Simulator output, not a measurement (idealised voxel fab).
The name of this process module is voxel transistor to metal.
180 nm wide, 5 nm square cells: that's cross-section cut.
Format of a cross-section: grid, square cells. Given as bands. Order: top down. Band: one or more rows of cells.
The band entry comprises the height of the band's top followed by the height of its bottom, expressed in nm, and subsequently the band's materials from left to right, each stated together with its width in nm. Where a single material is marked with the word "edge to edge", that material fills the band from edge to edge. The word "air" represents empty space.
Heights from 0 (as-received wafer is one material below). Bottom band endless downward, as "0 -> down".
A two-number width, for instance "30->40", indicates that the width is equal to the first number in the top row of the band and to the second number in the bottom row, and that it changes by a constant amount per row of cells.
Where a step carries "remained the same", the cross-section came out of it unchanged, cell for cell.
Heads up: "Closed void roster" only lists the empty pockets with no open path to the top that are 8 cells or more, and it writes them as width x height at distance, distance from the left edge, in nm.
Whatever follows a step's settings on its line is a remark the simulator itself makes about that step.
A step line may carry the setting "overlay nm", which, for steps involving a mask, states the distance by which the mask lay to the right of its intended position; negative values denote displacement to the left.
The steps planned for the process are as follows
1. RECEIVE [material Si]
2. CONFORMAL_DEP [material SiO2] [thk nm 5]
3. CONFORMAL_DEP [material SiN] [thk nm 10]
4. MASKED_ETCH [tone cover] [mask id ACTIVE] [width nm 110] [etch materials SiN] [depth nm 10] [overlay nm 0]
5. MASKED_ETCH [tone cover] [mask id ACTIVE] [width nm 110] [etch materials SiO2] [depth nm 5] [overlay nm 0]
6. MASKED_ETCH [tone cover] [mask id ACTIVE] [width nm 110] [etch materials Si] [depth nm 30] [overlay nm 0]
7. OXIDIZE [depth nm 5]
8. FILL_DEP [material SiO2] [thk nm 5]
9. CMP [height nm 15]
10. SELECTIVE_ETCH [etch materials SiO2] [depth nm 10]
11. STRIP [etch materials SiN]
12. SELECTIVE_ETCH [etch materials SiO2] [depth nm 5]
13. OXIDIZE [depth nm 5]
14. DIRECTIONAL_DEP [material polySi] [thk nm 20]
15. DIRECTIONAL_DEP [material SiCN] [thk nm 10]
16. PATTERN [tone cover] [mask id GATE] [material resist] [width nm 30] [thk nm 15] [overlay nm 0]
17. DIRECTIONAL_ETCH [etch materials SiCN] [depth nm 20]
18. DIRECTIONAL_ETCH [etch materials polySi] [depth nm 30]
19. STRIP [etch materials resist]
20. CONFORMAL_DEP [material SiN] [thk nm 10]
21. DIRECTIONAL_ETCH [etch materials SiN] [depth nm 10]
22. DIRECTIONAL_ETCH [etch materials SiO2] [depth nm 5]
23. EPI [material pSi] [thk nm 5]
24. FILL_DEP [material SiO2] [thk nm 10]
25. CMP [height nm 20]
26. STRIP [etch materials polySi]
27. SELECTIVE_ETCH [etch materials SiO2] [depth nm 5]
28. CONFORMAL_DEP [material HfO2] [thk nm 5]
29. CONFORMAL_DEP [material TiN] [thk nm 5]
30. FILL_DEP [material W] [thk nm 10]
31. CMP [height nm 15]
32. DIRECTIONAL_DEP [material SiO2] [thk nm 10]
33. MASKED_ETCH [tone open] [mask id CONTACT] [width nm 20] [pitch nm 80] [etch materials SiO2] [depth nm 25] [overlay nm 0]
34. CONFORMAL_DEP [material TiN] [thk nm 5]
35. FILL_DEP [material Ru] [thk nm 5]
36. CMP [height nm 25]
37. CONFORMAL_DEP [material SiN] [thk nm 5]
38. DIRECTIONAL_DEP [material lowk] [thk nm 20]
39. DIRECTIONAL_DEP [material aC] [thk nm 15]
40. PATTERN [tone open] [mask id METAL_1] [material resist] [width nm 20] [pitch nm 80] [thk nm 30] [overlay nm 0]
41. DIRECTIONAL_ETCH [etch materials aC] [depth nm 15]
42. STRIP [etch materials resist]
43. DIRECTIONAL_ETCH [etch materials lowk] [depth nm 20]
44. DIRECTIONAL_ETCH [etch materials SiN] [depth nm 5]
45. STRIP [etch materials aC]
46. CONFORMAL_DEP [material TiN] [thk nm 5]
47. FILL_DEP [material Cu] [thk nm 5]
48. CMP [height nm 50]
49. CONFORMAL_DEP [material SiCN] [thk nm 5]
50. DIRECTIONAL_DEP [material SiO2] [thk nm 30]
51. MASKED_ETCH [tone open] [mask id METAL_2_HOLES] [width nm 15] [pitch nm 80] [etch materials SiO2] [depth nm 30] [overlay nm 0]
52. MASKED_ETCH [tone open] [mask id METAL_2] [width nm 20] [pitch nm 80] [etch materials SiO2] [depth nm 20] [overlay nm 0]
53. MASKED_ETCH [tone open] [mask id METAL_2] [width nm 20] [pitch nm 80] [etch materials SiCN] [depth nm 5] [overlay nm 0]
54. CONFORMAL_DEP [material TiN] [thk nm 5]
55. FILL_DEP [material Ru] [thk nm 10]
56. CMP [height nm 85]
57. CONFORMAL_DEP [material SiN] [thk nm 5]
Cross-section of the incoming wafer, state after step 1
* 0 -> down | Si edge to edge
* Closed void roster: none
Wafer cross-section at module end: first of two, run to plan
* 90 -> 85 | SiN edge to edge
* 85 -> 70 | SiO2 (40) / TiN (5) / Ru (10) / TiN (5) / SiO2 (60) / TiN (5) / Ru (10) / TiN (5) / SiO2 (40)
* 70 -> 65 | SiO2 (40) / TiN (5) / Ru (5) / TiN (10) / SiO2 (60) / TiN (5) / Ru (5) / TiN (10) / SiO2 (40)
* 65 -> 55 | SiO2 (40) / TiN (5) / Ru (5) / TiN (5) / SiO2 (65) / TiN (5) / Ru (5) / TiN (5) / SiO2 (45)
* 55 -> 50 | SiCN (40) / TiN (15) / SiCN (65) / TiN (15) / SiCN (45)
* 50 -> 30 | lowk (40) / TiN (5) / Cu (10) / TiN (5) / lowk (60) / TiN (5) / Cu (10) / TiN (5) / lowk (40)
* 30 -> 25 | SiN (40) / TiN (20) / SiN (60) / TiN (20) / SiN (40)
* 25 -> 15 | SiO2 (40) / TiN (5) / Ru (10) / TiN (5) / SiO2 (60) / TiN (5) / Ru (10) / TiN (5) / SiO2 (40)
* 15 -> 5 | SiO2 (40) / TiN (5) / Ru (10) / TiN (5) / SiO2 (5) / SiN (10) / HfO2 (5) / TiN (5) / W (10) / TiN (5) / HfO2 (5) / SiN (10) / SiO2 (5) / TiN (5) / Ru (10) / TiN (5) / SiO2 (40)
* 5 -> 0 | SiO2 (40) / TiN (20) / SiO2 (5) / SiN (10) / HfO2 (5) / TiN (20) / HfO2 (5) / SiN (10) / SiO2 (5) / TiN (20) / SiO2 (40)
* 0 -> -5 | SiO2 (35) / pSi (30) / SiO2 (5) / HfO2 (40) / SiO2 (5) / pSi (30) / SiO2 (35)
* -5 -> -35 | SiO2 (40) / Si (100) / SiO2 (40)
* -35 -> down | Si edge to edge
* Closed void roster: none
Cross-sectional view: second of two wafers, end of module; start and plan identical to the first, one mistake in running
* 90 -> 85 | SiN edge to edge
* 85 -> 70 | SiO2 (40) / TiN (5) / Ru (10) / TiN (5) / SiO2 (60) / TiN (5) / Ru (10) / TiN (5) / SiO2 (40)
* 70 -> 65 | SiO2 (40) / TiN (5) / Ru (5) / TiN (10) / SiO2 (60) / TiN (5) / Ru (5) / TiN (10) / SiO2 (40)
* 65 -> 55 | SiO2 (40) / TiN (5) / Ru (5) / TiN (5) / SiO2 (65) / TiN (5) / Ru (5) / TiN (5) / SiO2 (45)
* 55 -> 50 | SiCN (40) / TiN (15) / SiCN (65) / TiN (15) / SiCN (45)
* 50 -> 30 | lowk (40) / TiN (5) / Cu (10) / TiN (5) / lowk (60) / TiN (5) / Cu (10) / TiN (5) / lowk (40)
* 30 -> 25 | SiN (40) / TiN (20) / SiN (60) / TiN (20) / SiN (40)
* 25 -> 15 | SiO2 (40) / TiN (5) / Ru (10) / TiN (5) / SiO2 (60) / TiN (5) / Ru (10) / TiN (5) / SiO2 (40)
* 15 -> 5 | SiO2 (40) / TiN (5) / Ru (10) / TiN (5) / SiO2 (10) / SiN (10) / HfO2 (5) / TiN (10) / HfO2 (5) / SiN (10) / SiO2 (10) / TiN (5) / Ru (10) / TiN (5) / SiO2 (40)
* 5 -> 0 | SiO2 (40) / TiN (20) / SiO2 (10) / SiN (10) / HfO2 (5) / TiN (10) / HfO2 (5) / SiN (10) / SiO2 (10) / TiN (20) / SiO2 (40)
* 0 -> -5 | SiO2 (35) / pSi (35) / SiO2 (5) / HfO2 (30) / SiO2 (5) / pSi (35) / SiO2 (35)
* -5 -> -35 | SiO2 (40) / Si (100) / SiO2 (40)
* -35 -> down | Si edge to edge
* Closed void roster: none
Nonconformance to the process plan: so step 16 ended up running with a different setting than we planned, it ran as PATTERN [tone cover] [mask id GATE] [material resist] [width nm 20] [thk nm 15] [overlay nm 0]
Cell-count delta at end, second wafer over first, by material: -2 HfO2; +6 SiO2; -2 TiN; -4 W; +2 pSi
